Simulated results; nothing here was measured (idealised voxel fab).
process module | voxel air gaps
cross-section cut | 270 nm wide | cells 5 nm
A cross-section is a grid of square cells, given in bands from the top down. A band is one or more rows of cells.
Each band's line starts with the height of the band's top and of its bottom, in nm. Then come its materials from left to right, each with its width in nm. One material with "throughout" fills the band from edge to edge. "air" is empty space.
Height 0 is the level under which the wafer as received is all one material. The lowest band goes on downwards, as in "0 down".
A width such as "30 to 40" changes by the same amount from each row of cells to the next, from the band's top row to its bottom row.
"no change" after a step means that no cell of the cross-section changed.
closed voids: empty space of 8 cells or more with no open way to the top, each as width x height at its distance from the left edge, in nm
after a step's settings: what the simulator itself notes on the step
overlay nm, on a step with a mask: how far to the right of its planned place the mask lay; to the left if negative
plan
1 op RECEIVE | material Si
2 op CONFORMAL_DEP | material SiO2 | thk nm 10
3 op CONFORMAL_DEP | material SiN | thk nm 5
4 op DIRECTIONAL_DEP | material lowk | thk nm 30
5 op PATTERN | tone open | mask id LINES | material resist | width nm 20 | pitch nm 45 | thk nm 20 | overlay nm 0
6 op DIRECTIONAL_ETCH | etch materials lowk | depth nm 30
7 op STRIP | etch materials resist
8 op CONFORMAL_DEP | material TiN | thk nm 5
9 op FILL_DEP | material Ru | thk nm 10
10 op CMP | height nm 45
11 op EPI | material Ru | thk nm 10
12 op SELECTIVE_ETCH | etch materials lowk | depth nm 40
13 op CONFORMAL_DEP | material SiCN | thk nm 5
first wafer, as planned
as received, after step 1
  0 down: Si throughout
  closed voids: none
after step 2
  10 to 0: SiO2 throughout
  below 0: unchanged
after step 3
  15 to 10: SiN throughout
  below 10: unchanged
after step 4
  45 to 15: lowk throughout
  below 15: unchanged
after step 5
  65 to 45: resist 80 | air 20 | resist 25 | air 20 | resist 25 | air 20 | resist 80
  below 45: unchanged
after step 6
  65 to 45: resist 80 | air 20 | resist 25 | air 20 | resist 25 | air 20 | resist 80
  45 to 15: lowk 80 | air 20 | lowk 25 | air 20 | lowk 25 | air 20 | lowk 80
  below 15: unchanged
after step 7
  45 to 15: lowk 80 | air 20 | lowk 25 | air 20 | lowk 25 | air 20 | lowk 80
  below 15: unchanged
after step 8
  50 to 45: TiN 85 | air 10 | TiN 35 | air 10 | TiN 35 | air 10 | TiN 85
  45 to 20: lowk 80 | TiN 5 | air 10 | TiN 5 | lowk 25 | TiN 5 | air 10 | TiN 5 | lowk 25 | TiN 5 | air 10 | TiN 5 | lowk 80
  20 to 15: lowk 80 | TiN 20 | lowk 25 | TiN 20 | lowk 25 | TiN 20 | lowk 80
  below 15: unchanged
after step 9
  60 to 50: Ru throughout
  50 to 45: TiN 85 | Ru 10 | TiN 35 | Ru 10 | TiN 35 | Ru 10 | TiN 85
  45 to 20: lowk 80 | TiN 5 | Ru 10 | TiN 5 | lowk 25 | TiN 5 | Ru 10 | TiN 5 | lowk 25 | TiN 5 | Ru 10 | TiN 5 | lowk 80
  below 20: unchanged
after step 10
  45 to 20: lowk 80 | TiN 5 | Ru 10 | TiN 5 | lowk 25 | TiN 5 | Ru 10 | TiN 5 | lowk 25 | TiN 5 | Ru 10 | TiN 5 | lowk 80
  below 20: unchanged
after step 11
  55 to 45: air 70 | Ru 40 | air 5 | Ru 40 | air 5 | Ru 40 | air 70
  below 45: unchanged
after step 12
  55 to 45: air 70 | Ru 40 | air 5 | Ru 40 | air 5 | Ru 40 | air 70
  45 to 20: air 80 | TiN 5 | Ru 10 | TiN 5 | air 25 | TiN 5 | Ru 10 | TiN 5 | air 25 | TiN 5 | Ru 10 | TiN 5 | air 80
  20 to 15: air 80 | TiN 20 | air 25 | TiN 20 | air 25 | TiN 20 | air 80
  below 15: unchanged
after step 13
  60 to 55: air 65 | SiCN 140 | air 65
  55 to 45: air 65 | SiCN 5 | Ru 40 | SiCN 5 | Ru 40 | SiCN 5 | Ru 40 | SiCN 5 | air 65
  45 to 40: air 65 | SiCN 15 | TiN 5 | Ru 10 | TiN 5 | SiCN 25 | TiN 5 | Ru 10 | TiN 5 | SiCN 25 | TiN 5 | Ru 10 | TiN 5 | SiCN 15 | air 65
  40 to 20: air 75 | SiCN 5 | TiN 5 | Ru 10 | TiN 5 | SiCN 5 | air 15 | SiCN 5 | TiN 5 | Ru 10 | TiN 5 | SiCN 5 | air 15 | SiCN 5 | TiN 5 | Ru 10 | TiN 5 | SiCN 5 | air 75
  20 to 15: SiCN 80 | TiN 20 | SiCN 25 | TiN 20 | SiCN 25 | TiN 20 | SiCN 80
  below 15: unchanged
  closed voids: 15 x 20 at 105; 15 x 20 at 150
second wafer: like start, like plan, one mistake. Through step 10 it matches the first wafer
when step 11 should have ended
  65 to 45: air 60 | Ru 150 | air 60
  below 45: unchanged
when step 12 should have ended
  65 to 45: air 60 | Ru 150 | air 60
  45 to 20: air 80 | TiN 5 | Ru 10 | TiN 5 | lowk 25 | TiN 5 | Ru 10 | TiN 5 | lowk 25 | TiN 5 | Ru 10 | TiN 5 | air 80
  20 to 15: air 80 | TiN 20 | lowk 25 | TiN 20 | lowk 25 | TiN 20 | air 80
  below 15: unchanged
when step 13 should have ended
  70 to 65: air 55 | SiCN 160 | air 55
  65 to 45: air 55 | SiCN 5 | Ru 150 | SiCN 5 | air 55
  45 to 40: air 55 | SiCN 25 | TiN 5 | Ru 10 | TiN 5 | lowk 25 | TiN 5 | Ru 10 | TiN 5 | lowk 25 | TiN 5 | Ru 10 | TiN 5 | SiCN 25 | air 55
  40 to 20: air 75 | SiCN 5 | TiN 5 | Ru 10 | TiN 5 | lowk 25 | TiN 5 | Ru 10 | TiN 5 | lowk 25 | TiN 5 | Ru 10 | TiN 5 | SiCN 5 | air 75
  20 to 15: SiCN 80 | TiN 20 | lowk 25 | TiN 20 | lowk 25 | TiN 20 | SiCN 80
  below 15: unchanged
what went wrong: step 11 was run twice
at the end the second wafer has, in cells: 72 more of Ru | 28 fewer of SiCN | 60 more of lowk
closed voids at the end (first wafer, second wafer): 2, 0
